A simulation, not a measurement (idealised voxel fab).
The process module presented herein is designated voxel capacitor over wiring.
The width of the displayed cross-section, cut, is 205 nm; its cells are square, with a size of 5 nm.
This document writes a cross-section as a grid whose cells are square, and gives it as bands, listed from the top down; one or more rows of cells form a band. Band: top and bottom heights (nm) first, top before bottom; then materials from left to right, widths in nm. "everywhere" marks a sole material filling the band edge to edge. "air" denotes empty space. It should be noted that heights are counted from 0, beneath which the wafer as supplied is of one material throughout, and that the lowest band possesses no lower boundary but continues downward, as written in "0 nm and below". Top row gets the first number, bottom row gets the second, and each row in between changes by the same step: that is how a band width like "30 to 40" works. "no change" for a step: no cell of the cross-section changed in that step. Each empty space that has no open way to the top and spans at least 8 cells appears under "Internal closed voids" as width x height at distance, the distance counted from the left edge, all in nm. On each step's line, the part that comes after the settings is the simulator's own comment on the step. When a step includes a mask, the "overlay nm" setting on its line states how far to the right of its planned place that mask lay, and negative values state how far to the left.

HERE'S WHAT THE PLANNED PROCESS STEPS LOOK LIKE
1. RECEIVE,material Si
2. CONFORMAL_DEP,material SiO2,thk nm 10
3. CONFORMAL_DEP,material SiCN,thk nm 5
4. DIRECTIONAL_DEP,material SiO2,thk nm 25
5. MASKED_ETCH,tone open,mask id METAL_1,width nm 20,pitch nm 75,etch materials SiO2,depth nm 25,overlay nm 0
6. MASKED_ETCH,tone open,mask id METAL_1,width nm 20,pitch nm 75,etch materials SiCN,depth nm 5,overlay nm 0
7. CONFORMAL_DEP,material TiN,thk nm 5
8. FILL_DEP,material Cu,thk nm 5
9. CMP,height nm 40
10. CONFORMAL_DEP,material SiCN,thk nm 5
11. DIRECTIONAL_DEP,material lowk,thk nm 20
12. PATTERN,tone open,mask id PLUG_1,material resist,width nm 15,thk nm 20,overlay nm 0
13. DIRECTIONAL_ETCH,etch materials lowk,depth nm 20
14. DIRECTIONAL_ETCH,etch materials SiCN,depth nm 5
15. STRIP,etch materials resist
16. EPI,material Ru,thk nm 10
17. EPI,material Ru,thk nm 10
18. EPI,material Ru,thk nm 5
19. DIRECTIONAL_DEP,material TiN,thk nm 10
20. DIRECTIONAL_DEP,material SiN,thk nm 5
21. DIRECTIONAL_DEP,material TiN,thk nm 10
22. PATTERN,tone cover,mask id UPPER_PLATE,material resist,width nm 60,thk nm 15,overlay nm 0
23. DIRECTIONAL_ETCH,etch materials TiN,depth nm 10
24. DIRECTIONAL_ETCH,etch materials SiN,depth nm 5
25. STRIP,etch materials resist
26. DIRECTIONAL_DEP,material aC,thk nm 15
27. PATTERN,tone cover,mask id LOWER_PLATE,material resist,width nm 70,thk nm 30,overlay nm 0
28. DIRECTIONAL_ETCH,etch materials aC,depth nm 15
29. STRIP,etch materials resist
30. DIRECTIONAL_ETCH,etch materials TiN,depth nm 10
31. STRIP,etch materials aC
32. FILL_DEP,material SiO2,thk nm 15
33. CMP,height nm 100
34. PATTERN,tone open,mask id PLUG_2,material resist,width nm 15,thk nm 15,overlay nm 0
35. DIRECTIONAL_ETCH,etch materials SiO2,depth nm 10
36. STRIP,etch materials resist
37. CONFORMAL_DEP,material TiN,thk nm 5
38. FILL_DEP,material Ru,thk nm 5
39. CMP,height nm 100
40. CONFORMAL_DEP,material SiCN,thk nm 5

SO, THE FIRST OF OUR TWO WAFERS, RUN JUST AS WE PLANNED IT

THIS IS THE CROSS-SECTION OF THE WAFER AS WE RECEIVED IT, I.E. AFTER STEP 1
- 0 nm and below  Si everywhere
- Internal closed voids: none

CROSS-SECTION THROUGH THE WAFER, STEP 2 FINISHED
- 10 nm to 0 nm  SiO2 everywhere
- Nothing below the height 0 has changed.

CROSS-SECTION THROUGH THE WAFER, STEP 3 FINISHED
- 15 nm to 10 nm  SiCN everywhere
- Nothing below the height 10 has changed.

CROSS-SECTION THROUGH THE WAFER, STEP 4 FINISHED
- 40 nm to 15 nm  SiO2 everywhere
- Nothing below the height 15 has changed.

CROSS-SECTION THROUGH THE WAFER, STEP 5 FINISHED
- 40 nm to 15 nm  55 of SiO2 | 20 of air | 55 of SiO2 | 20 of air | 55 of SiO2
- Nothing below the height 15 has changed.

CROSS-SECTION THROUGH THE WAFER, STEP 6 FINISHED
- 40 nm to 15 nm  55 of SiO2 | 20 of air | 55 of SiO2 | 20 of air | 55 of SiO2
- 15 nm to 10 nm  55 of SiCN | 20 of air | 55 of SiCN | 20 of air | 55 of SiCN
- Nothing below the height 10 has changed.

CROSS-SECTION THROUGH THE WAFER, STEP 7 FINISHED
- 45 nm to 40 nm  60 of TiN | 10 of air | 65 of TiN | 10 of air | 60 of TiN
- 40 nm to 15 nm  55 of SiO2 | 5 of TiN | 10 of air | 5 of TiN | 55 of SiO2 | 5 of TiN | 10 of air | 5 of TiN | 55 of SiO2
- 15 nm to 10 nm  55 of SiCN | 20 of TiN | 55 of SiCN | 20 of TiN | 55 of SiCN
- Nothing below the height 10 has changed.

CROSS-SECTION THROUGH THE WAFER, STEP 8 FINISHED
- 50 nm to 45 nm  Cu everywhere
- 45 nm to 40 nm  60 of TiN | 10 of Cu | 65 of TiN | 10 of Cu | 60 of TiN
- 40 nm to 15 nm  55 of SiO2 | 5 of TiN | 10 of Cu | 5 of TiN | 55 of SiO2 | 5 of TiN | 10 of Cu | 5 of TiN | 55 of SiO2
- Nothing below the height 15 has changed.

CROSS-SECTION THROUGH THE WAFER, STEP 9 FINISHED
- 40 nm to 15 nm  55 of SiO2 | 5 of TiN | 10 of Cu | 5 of TiN | 55 of SiO2 | 5 of TiN | 10 of Cu | 5 of TiN | 55 of SiO2
- Nothing below the height 15 has changed.

CROSS-SECTION THROUGH THE WAFER, STEP 10 FINISHED
- 45 nm to 40 nm  SiCN everywhere
- Nothing below the height 40 has changed.

CROSS-SECTION THROUGH THE WAFER, STEP 11 FINISHED
- 65 nm to 45 nm  lowk everywhere
- Nothing below the height 45 has changed.

CROSS-SECTION THROUGH THE WAFER, STEP 12 FINISHED
- 85 nm to 65 nm  60 of resist | 15 of air | 130 of resist
- Nothing below the height 65 has changed.

CROSS-SECTION THROUGH THE WAFER, STEP 13 FINISHED
- 85 nm to 65 nm  60 of resist | 15 of air | 130 of resist
- 65 nm to 45 nm  60 of lowk | 15 of air | 130 of lowk
- Nothing below the height 45 has changed.

CROSS-SECTION THROUGH THE WAFER, STEP 14 FINISHED
- 85 nm to 65 nm  60 of resist | 15 of air | 130 of resist
- 65 nm to 45 nm  60 of lowk | 15 of air | 130 of lowk
- 45 nm to 40 nm  60 of SiCN | 15 of air | 130 of SiCN
- Nothing below the height 40 has changed.

CROSS-SECTION THROUGH THE WAFER, STEP 15 FINISHED
- 65 nm to 45 nm  60 of lowk | 15 of air | 130 of lowk
- Nothing below the height 45 has changed.

CROSS-SECTION THROUGH THE WAFER, STEP 16 FINISHED
- 65 nm to 50 nm  60 of lowk | 15 of air | 130 of lowk
- 50 nm to 45 nm  60 of lowk | 15 of Ru | 130 of lowk
- 45 nm to 40 nm  60 of SiCN | 15 of Ru | 130 of SiCN
- Nothing below the height 40 has changed.

CROSS-SECTION THROUGH THE WAFER, STEP 17 FINISHED
- 65 nm to 60 nm  60 of lowk | 15 of air | 130 of lowk
- 60 nm to 45 nm  60 of lowk | 15 of Ru | 130 of lowk
- Nothing below the height 45 has changed.

CROSS-SECTION THROUGH THE WAFER, STEP 18 FINISHED
- 65 nm to 45 nm  60 of lowk | 15 of Ru | 130 of lowk
- Nothing below the height 45 has changed.

CROSS-SECTION THROUGH THE WAFER, STEP 19 FINISHED
- 75 nm to 65 nm  TiN everywhere
- Nothing below the height 65 has changed.

CROSS-SECTION THROUGH THE WAFER, STEP 20 FINISHED
- 80 nm to 75 nm  SiN everywhere
- Nothing below the height 75 has changed.

CROSS-SECTION THROUGH THE WAFER, STEP 21 FINISHED
- 90 nm to 80 nm  TiN everywhere
- Nothing below the height 80 has changed.

CROSS-SECTION THROUGH THE WAFER, STEP 22 FINISHED
- 105 nm to 90 nm  60 of air | 60 of resist | 85 of air
- Nothing below the height 90 has changed.

CROSS-SECTION THROUGH THE WAFER, STEP 23 FINISHED
- 105 nm to 90 nm  60 of air | 60 of resist | 85 of air
- 90 nm to 80 nm  60 of air | 60 of TiN | 85 of air
- Nothing below the height 80 has changed.

CROSS-SECTION THROUGH THE WAFER, STEP 24 FINISHED
- 105 nm to 90 nm  60 of air | 60 of resist | 85 of air
- 90 nm to 80 nm  60 of air | 60 of TiN | 85 of air
- 80 nm to 75 nm  60 of air | 60 of SiN | 85 of air
- Nothing below the height 75 has changed.

CROSS-SECTION THROUGH THE WAFER, STEP 25 FINISHED
- 90 nm to 80 nm  60 of air | 60 of TiN | 85 of air
- Nothing below the height 80 has changed.

CROSS-SECTION THROUGH THE WAFER, STEP 26 FINISHED
- 105 nm to 90 nm  60 of air | 60 of aC | 85 of air
- 90 nm to 80 nm  60 of aC | 60 of TiN | 85 of aC
- 80 nm to 75 nm  60 of aC | 60 of SiN | 85 of aC
- Nothing below the height 75 has changed.

CROSS-SECTION THROUGH THE WAFER, STEP 27 FINISHED
- 135 nm to 105 nm  55 of air | 70 of resist | 80 of air
- 105 nm to 90 nm  55 of air | 5 of resist | 60 of aC | 5 of resist | 80 of air
- Nothing below the height 90 has changed.

CROSS-SECTION THROUGH THE WAFER, STEP 28 FINISHED
- 120 nm to 105 nm  55 of air | 70 of resist | 80 of air
- 105 nm to 90 nm  55 of air | 5 of resist | 60 of aC | 5 of resist | 80 of air
- 90 nm to 80 nm  55 of air | 5 of aC | 60 of TiN | 5 of aC | 80 of air
- 80 nm to 75 nm  55 of air | 5 of aC | 60 of SiN | 5 of aC | 80 of air
- Nothing below the height 75 has changed.

CROSS-SECTION THROUGH THE WAFER, STEP 29 FINISHED
- 105 nm to 90 nm  60 of air | 60 of aC | 85 of air
- Nothing below the height 90 has changed.

CROSS-SECTION THROUGH THE WAFER, STEP 30 FINISHED
- 105 nm to 90 nm  60 of air | 60 of aC | 85 of air
- 90 nm to 80 nm  55 of air | 5 of aC | 60 of TiN | 5 of aC | 80 of air
- 80 nm to 75 nm  55 of air | 5 of aC | 60 of SiN | 5 of aC | 80 of air
- 75 nm to 65 nm  55 of air | 70 of TiN | 80 of air
- Nothing below the height 65 has changed.

CROSS-SECTION THROUGH THE WAFER, STEP 31 FINISHED
- 90 nm to 80 nm  60 of air | 60 of TiN | 85 of air
- 80 nm to 75 nm  60 of air | 60 of SiN | 85 of air
- Nothing below the height 75 has changed.

CROSS-SECTION THROUGH THE WAFER, STEP 32 FINISHED
- 105 nm to 90 nm  SiO2 everywhere
- 90 nm to 80 nm  60 of SiO2 | 60 of TiN | 85 of SiO2
- 80 nm to 75 nm  60 of SiO2 | 60 of SiN | 85 of SiO2
- 75 nm to 65 nm  55 of SiO2 | 70 of TiN | 80 of SiO2
- Nothing below the height 65 has changed.

CROSS-SECTION THROUGH THE WAFER, STEP 33 FINISHED
- 100 nm to 90 nm  SiO2 everywhere
- Nothing below the height 90 has changed.

CROSS-SECTION THROUGH THE WAFER, STEP 34 FINISHED
- 115 nm to 100 nm  70 of resist | 15 of air | 120 of resist
- Nothing below the height 100 has changed.

CROSS-SECTION THROUGH THE WAFER, STEP 35 FINISHED
- 115 nm to 100 nm  70 of resist | 15 of air | 120 of resist
- 100 nm to 90 nm  70 of SiO2 | 15 of air | 120 of SiO2
- Nothing below the height 90 has changed.

CROSS-SECTION THROUGH THE WAFER, STEP 36 FINISHED
- 100 nm to 90 nm  70 of SiO2 | 15 of air | 120 of SiO2
- Nothing below the height 90 has changed.

CROSS-SECTION THROUGH THE WAFER, STEP 37 FINISHED
- 105 nm to 100 nm  75 of TiN | 5 of air | 125 of TiN
- 100 nm to 95 nm  70 of SiO2 | 5 of TiN | 5 of air | 5 of TiN | 120 of SiO2
- 95 nm to 90 nm  70 of SiO2 | 15 of TiN | 120 of SiO2
- Nothing below the height 90 has changed.

CROSS-SECTION THROUGH THE WAFER, STEP 38 FINISHED
- 110 nm to 105 nm  Ru everywhere
- 105 nm to 100 nm  75 of TiN | 5 of Ru | 125 of TiN
- 100 nm to 95 nm  70 of SiO2 | 5 of TiN | 5 of Ru | 5 of TiN | 120 of SiO2
- Nothing below the height 95 has changed.

CROSS-SECTION THROUGH THE WAFER, STEP 39 FINISHED
- 100 nm to 95 nm  70 of SiO2 | 5 of TiN | 5 of Ru | 5 of TiN | 120 of SiO2
- Nothing below the height 95 has changed.

CROSS-SECTION THROUGH THE WAFER, STEP 40 FINISHED
- 105 nm to 100 nm  SiCN everywhere
- Nothing below the height 100 has changed.

WAFER TWO. IDENTICAL START, IDENTICAL PLAN. ONE MISTAKE IN EXECUTION. IDENTICAL HISTORY THROUGH STEP 1

CROSS-SECTIONAL VIEW OF THE SECOND WAFER AT THE INTENDED END TIME OF PROCESS STEP 2
- 5 nm to 0 nm  SiCN everywhere
- Nothing below the height 0 has changed.

CROSS-SECTIONAL VIEW OF THE SECOND WAFER AT THE INTENDED END TIME OF PROCESS STEP 3
- 15 nm to 5 nm  SiO2 everywhere
- Nothing below the height 5 has changed.

CROSS-SECTIONAL VIEW OF THE SECOND WAFER AT THE INTENDED END TIME OF PROCESS STEP 4
- 40 nm to 5 nm  SiO2 everywhere
- Nothing below the height 5 has changed.

CROSS-SECTIONAL VIEW OF THE SECOND WAFER AT THE INTENDED END TIME OF PROCESS STEP 5
- 40 nm to 15 nm  55 of SiO2 | 20 of air | 55 of SiO2 | 20 of air | 55 of SiO2
- Nothing below the height 15 has changed.

Cross-sectional view of the second wafer at the intended end time of process step 6: no change

CROSS-SECTIONAL VIEW OF THE SECOND WAFER AT THE INTENDED END TIME OF PROCESS STEP 7
- 45 nm to 40 nm  60 of TiN | 10 of air | 65 of TiN | 10 of air | 60 of TiN
- 40 nm to 20 nm  55 of SiO2 | 5 of TiN | 10 of air | 5 of TiN | 55 of SiO2 | 5 of TiN | 10 of air | 5 of TiN | 55 of SiO2
- 20 nm to 15 nm  55 of SiO2 | 20 of TiN | 55 of SiO2 | 20 of TiN | 55 of SiO2
- Nothing below the height 15 has changed.

CROSS-SECTIONAL VIEW OF THE SECOND WAFER AT THE INTENDED END TIME OF PROCESS STEP 8
- 50 nm to 45 nm  Cu everywhere
- 45 nm to 40 nm  60 of TiN | 10 of Cu | 65 of TiN | 10 of Cu | 60 of TiN
- 40 nm to 20 nm  55 of SiO2 | 5 of TiN | 10 of Cu | 5 of TiN | 55 of SiO2 | 5 of TiN | 10 of Cu | 5 of TiN | 55 of SiO2
- Nothing below the height 20 has changed.

CROSS-SECTIONAL VIEW OF THE SECOND WAFER AT THE INTENDED END TIME OF PROCESS STEP 9
- 40 nm to 20 nm  55 of SiO2 | 5 of TiN | 10 of Cu | 5 of TiN | 55 of SiO2 | 5 of TiN | 10 of Cu | 5 of TiN | 55 of SiO2
- Nothing below the height 20 has changed.

CROSS-SECTIONAL VIEW OF THE SECOND WAFER AT THE INTENDED END TIME OF PROCESS STEP 10
- 45 nm to 40 nm  SiCN everywhere
- Nothing below the height 40 has changed.

CROSS-SECTIONAL VIEW OF THE SECOND WAFER AT THE INTENDED END TIME OF PROCESS STEP 11
- 65 nm to 45 nm  lowk everywhere
- Nothing below the height 45 has changed.

CROSS-SECTIONAL VIEW OF THE SECOND WAFER AT THE INTENDED END TIME OF PROCESS STEP 12
- 85 nm to 65 nm  60 of resist | 15 of air | 130 of resist
- Nothing below the height 65 has changed.

CROSS-SECTIONAL VIEW OF THE SECOND WAFER AT THE INTENDED END TIME OF PROCESS STEP 13
- 85 nm to 65 nm  60 of resist | 15 of air | 130 of resist
- 65 nm to 45 nm  60 of lowk | 15 of air | 130 of lowk
- Nothing below the height 45 has changed.

CROSS-SECTIONAL VIEW OF THE SECOND WAFER AT THE INTENDED END TIME OF PROCESS STEP 14
- 85 nm to 65 nm  60 of resist | 15 of air | 130 of resist
- 65 nm to 45 nm  60 of lowk | 15 of air | 130 of lowk
- 45 nm to 40 nm  60 of SiCN | 15 of air | 130 of SiCN
- Nothing below the height 40 has changed.

CROSS-SECTIONAL VIEW OF THE SECOND WAFER AT THE INTENDED END TIME OF PROCESS STEP 15
- 65 nm to 45 nm  60 of lowk | 15 of air | 130 of lowk
- Nothing below the height 45 has changed.

CROSS-SECTIONAL VIEW OF THE SECOND WAFER AT THE INTENDED END TIME OF PROCESS STEP 16
- 65 nm to 50 nm  60 of lowk | 15 of air | 130 of lowk
- 50 nm to 45 nm  60 of lowk | 15 of Ru | 130 of lowk
- 45 nm to 40 nm  60 of SiCN | 15 of Ru | 130 of SiCN
- Nothing below the height 40 has changed.

CROSS-SECTIONAL VIEW OF THE SECOND WAFER AT THE INTENDED END TIME OF PROCESS STEP 17
- 65 nm to 60 nm  60 of lowk | 15 of air | 130 of lowk
- 60 nm to 45 nm  60 of lowk | 15 of Ru | 130 of lowk
- Nothing below the height 45 has changed.

CROSS-SECTIONAL VIEW OF THE SECOND WAFER AT THE INTENDED END TIME OF PROCESS STEP 18
- 65 nm to 45 nm  60 of lowk | 15 of Ru | 130 of lowk
- Nothing below the height 45 has changed.

CROSS-SECTIONAL VIEW OF THE SECOND WAFER AT THE INTENDED END TIME OF PROCESS STEP 19
- 75 nm to 65 nm  TiN everywhere
- Nothing below the height 65 has changed.

CROSS-SECTIONAL VIEW OF THE SECOND WAFER AT THE INTENDED END TIME OF PROCESS STEP 20
- 80 nm to 75 nm  SiN everywhere
- Nothing below the height 75 has changed.

CROSS-SECTIONAL VIEW OF THE SECOND WAFER AT THE INTENDED END TIME OF PROCESS STEP 21
- 90 nm to 80 nm  TiN everywhere
- Nothing below the height 80 has changed.

CROSS-SECTIONAL VIEW OF THE SECOND WAFER AT THE INTENDED END TIME OF PROCESS STEP 22
- 105 nm to 90 nm  60 of air | 60 of resist | 85 of air
- Nothing below the height 90 has changed.

CROSS-SECTIONAL VIEW OF THE SECOND WAFER AT THE INTENDED END TIME OF PROCESS STEP 23
- 105 nm to 90 nm  60 of air | 60 of resist | 85 of air
- 90 nm to 80 nm  60 of air | 60 of TiN | 85 of air
- Nothing below the height 80 has changed.

CROSS-SECTIONAL VIEW OF THE SECOND WAFER AT THE INTENDED END TIME OF PROCESS STEP 24
- 105 nm to 90 nm  60 of air | 60 of resist | 85 of air
- 90 nm to 80 nm  60 of air | 60 of TiN | 85 of air
- 80 nm to 75 nm  60 of air | 60 of SiN | 85 of air
- Nothing below the height 75 has changed.

CROSS-SECTIONAL VIEW OF THE SECOND WAFER AT THE INTENDED END TIME OF PROCESS STEP 25
- 90 nm to 80 nm  60 of air | 60 of TiN | 85 of air
- Nothing below the height 80 has changed.

CROSS-SECTIONAL VIEW OF THE SECOND WAFER AT THE INTENDED END TIME OF PROCESS STEP 26
- 105 nm to 90 nm  60 of air | 60 of aC | 85 of air
- 90 nm to 80 nm  60 of aC | 60 of TiN | 85 of aC
- 80 nm to 75 nm  60 of aC | 60 of SiN | 85 of aC
- Nothing below the height 75 has changed.

CROSS-SECTIONAL VIEW OF THE SECOND WAFER AT THE INTENDED END TIME OF PROCESS STEP 27
- 135 nm to 105 nm  55 of air | 70 of resist | 80 of air
- 105 nm to 90 nm  55 of air | 5 of resist | 60 of aC | 5 of resist | 80 of air
- Nothing below the height 90 has changed.

CROSS-SECTIONAL VIEW OF THE SECOND WAFER AT THE INTENDED END TIME OF PROCESS STEP 28
- 120 nm to 105 nm  55 of air | 70 of resist | 80 of air
- 105 nm to 90 nm  55 of air | 5 of resist | 60 of aC | 5 of resist | 80 of air
- 90 nm to 80 nm  55 of air | 5 of aC | 60 of TiN | 5 of aC | 80 of air
- 80 nm to 75 nm  55 of air | 5 of aC | 60 of SiN | 5 of aC | 80 of air
- Nothing below the height 75 has changed.

CROSS-SECTIONAL VIEW OF THE SECOND WAFER AT THE INTENDED END TIME OF PROCESS STEP 29
- 105 nm to 90 nm  60 of air | 60 of aC | 85 of air
- Nothing below the height 90 has changed.

CROSS-SECTIONAL VIEW OF THE SECOND WAFER AT THE INTENDED END TIME OF PROCESS STEP 30
- 105 nm to 90 nm  60 of air | 60 of aC | 85 of air
- 90 nm to 80 nm  55 of air | 5 of aC | 60 of TiN | 5 of aC | 80 of air
- 80 nm to 75 nm  55 of air | 5 of aC | 60 of SiN | 5 of aC | 80 of air
- 75 nm to 65 nm  55 of air | 70 of TiN | 80 of air
- Nothing below the height 65 has changed.

CROSS-SECTIONAL VIEW OF THE SECOND WAFER AT THE INTENDED END TIME OF PROCESS STEP 31
- 90 nm to 80 nm  60 of air | 60 of TiN | 85 of air
- 80 nm to 75 nm  60 of air | 60 of SiN | 85 of air
- Nothing below the height 75 has changed.

CROSS-SECTIONAL VIEW OF THE SECOND WAFER AT THE INTENDED END TIME OF PROCESS STEP 32
- 105 nm to 90 nm  SiO2 everywhere
- 90 nm to 80 nm  60 of SiO2 | 60 of TiN | 85 of SiO2
- 80 nm to 75 nm  60 of SiO2 | 60 of SiN | 85 of SiO2
- 75 nm to 65 nm  55 of SiO2 | 70 of TiN | 80 of SiO2
- Nothing below the height 65 has changed.

CROSS-SECTIONAL VIEW OF THE SECOND WAFER AT THE INTENDED END TIME OF PROCESS STEP 33
- 100 nm to 90 nm  SiO2 everywhere
- Nothing below the height 90 has changed.

CROSS-SECTIONAL VIEW OF THE SECOND WAFER AT THE INTENDED END TIME OF PROCESS STEP 34
- 115 nm to 100 nm  70 of resist | 15 of air | 120 of resist
- Nothing below the height 100 has changed.

CROSS-SECTIONAL VIEW OF THE SECOND WAFER AT THE INTENDED END TIME OF PROCESS STEP 35
- 115 nm to 100 nm  70 of resist | 15 of air | 120 of resist
- 100 nm to 90 nm  70 of SiO2 | 15 of air | 120 of SiO2
- Nothing below the height 90 has changed.

CROSS-SECTIONAL VIEW OF THE SECOND WAFER AT THE INTENDED END TIME OF PROCESS STEP 36
- 100 nm to 90 nm  70 of SiO2 | 15 of air | 120 of SiO2
- Nothing below the height 90 has changed.

CROSS-SECTIONAL VIEW OF THE SECOND WAFER AT THE INTENDED END TIME OF PROCESS STEP 37
- 105 nm to 100 nm  75 of TiN | 5 of air | 125 of TiN
- 100 nm to 95 nm  70 of SiO2 | 5 of TiN | 5 of air | 5 of TiN | 120 of SiO2
- 95 nm to 90 nm  70 of SiO2 | 15 of TiN | 120 of SiO2
- Nothing below the height 90 has changed.

CROSS-SECTIONAL VIEW OF THE SECOND WAFER AT THE INTENDED END TIME OF PROCESS STEP 38
- 110 nm to 105 nm  Ru everywhere
- 105 nm to 100 nm  75 of TiN | 5 of Ru | 125 of TiN
- 100 nm to 95 nm  70 of SiO2 | 5 of TiN | 5 of Ru | 5 of TiN | 120 of SiO2
- Nothing below the height 95 has changed.

CROSS-SECTIONAL VIEW OF THE SECOND WAFER AT THE INTENDED END TIME OF PROCESS STEP 39
- 100 nm to 95 nm  70 of SiO2 | 5 of TiN | 5 of Ru | 5 of TiN | 120 of SiO2
- Nothing below the height 95 has changed.

CROSS-SECTIONAL VIEW OF THE SECOND WAFER AT THE INTENDED END TIME OF PROCESS STEP 40
- 105 nm to 100 nm  SiCN everywhere
- Nothing below the height 100 has changed.
Nonconformance to the process plan: steps 2 and 3: order swapped relative to plan
The second wafer ends with more or fewer cells of some materials than the first, per final count: Cu: 4 fewer, SiCN: 8 more, TiN: 4 fewer
